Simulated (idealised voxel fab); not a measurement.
The following process module bears the name voxel lift off.
This is section cut - it's 260 nm across, gridded in 5 nm square cells.
Just so we're on the same page, the cross-sections are grids of square cells, and they're listed out in bands top to bottom, each band one or more rows deep. Heights first: top, then bottom, in nm. Then materials, left to right, each with a width in nm. "edge to edge" on a single material: fills the band edge to edge. "air": empty space. The reference from which all heights are counted is 0, the level beneath which the as-received wafer is entirely one material; the lowest band, having no lower bound, proceeds downward and is written after the example "0 -> down". Top row gets the first number, bottom row gets the second, and each row in between changes by the same step: that is how a band width like "30->40" works. "no alterations made" after a step means that no cell of the cross-section changed. Voids, enclosed: empty space of 8 cells or more with no open way to the top, each as width x height at its distance from the left edge, in nm. Post-settings text on a step line: simulator's own remark regarding the step. overlay nm: mask offset rightward from planned place, masked step; negative means leftward offset.

The planned process steps are enumerated hereunder
1: RECEIVE (material Si)
2: CONFORMAL_DEP (material SiN; thk nm 15)
3: PATTERN (tone open; mask id LINES; material resist; width nm 25; pitch nm 50; thk nm 30; overlay nm 0)
4: DIRECTIONAL_DEP (material Ru; thk nm 15)
5: STRIP (etch materials resist)
6: CONFORMAL_DEP (material SiCN; thk nm 5)

Cross-section of the incoming wafer, state after step 1
0 -> down = Si edge to edge
Voids, enclosed: none

The first of the two wafers as seen in cross-section once the module was finished; processing followed the plan
35 -> 30 = air (60)  SiCN (35)  air (15)  SiCN (35)  air (15)  SiCN (35)  air (65)
30 -> 20 = air (60)  SiCN (5)  Ru (25)  SiCN (5)  air (15)  SiCN (5)  Ru (25)  SiCN (5)  air (15)  SiCN (5)  Ru (25)  SiCN (5)  air (65)
20 -> 15 = SiCN (65)  Ru (25)  SiCN (25)  Ru (25)  SiCN (25)  Ru (25)  SiCN (70)
15 -> 0 = SiN edge to edge
0 -> down = Si edge to edge
Voids, enclosed: none

Second wafer cross-section at end of module - shared start and plan with the first, one mistake in the run
45 -> 30 = air (50)  SiCN (155)  air (55)
30 -> 15 = SiCN (65)  Ru (25)  SiCN (25)  Ru (25)  SiCN (25)  Ru (25)  SiCN (70)
15 -> 0 = SiN edge to edge
0 -> down = Si edge to edge
Voids, enclosed: none
Error vs. plan: rather than as planned, step 6 actually ran as CONFORMAL_DEP (material SiCN; thk nm 15)
In the final state, the cell counts of the second wafer exceed or fall short of those of the first for the following materials: SiCN: 134 more
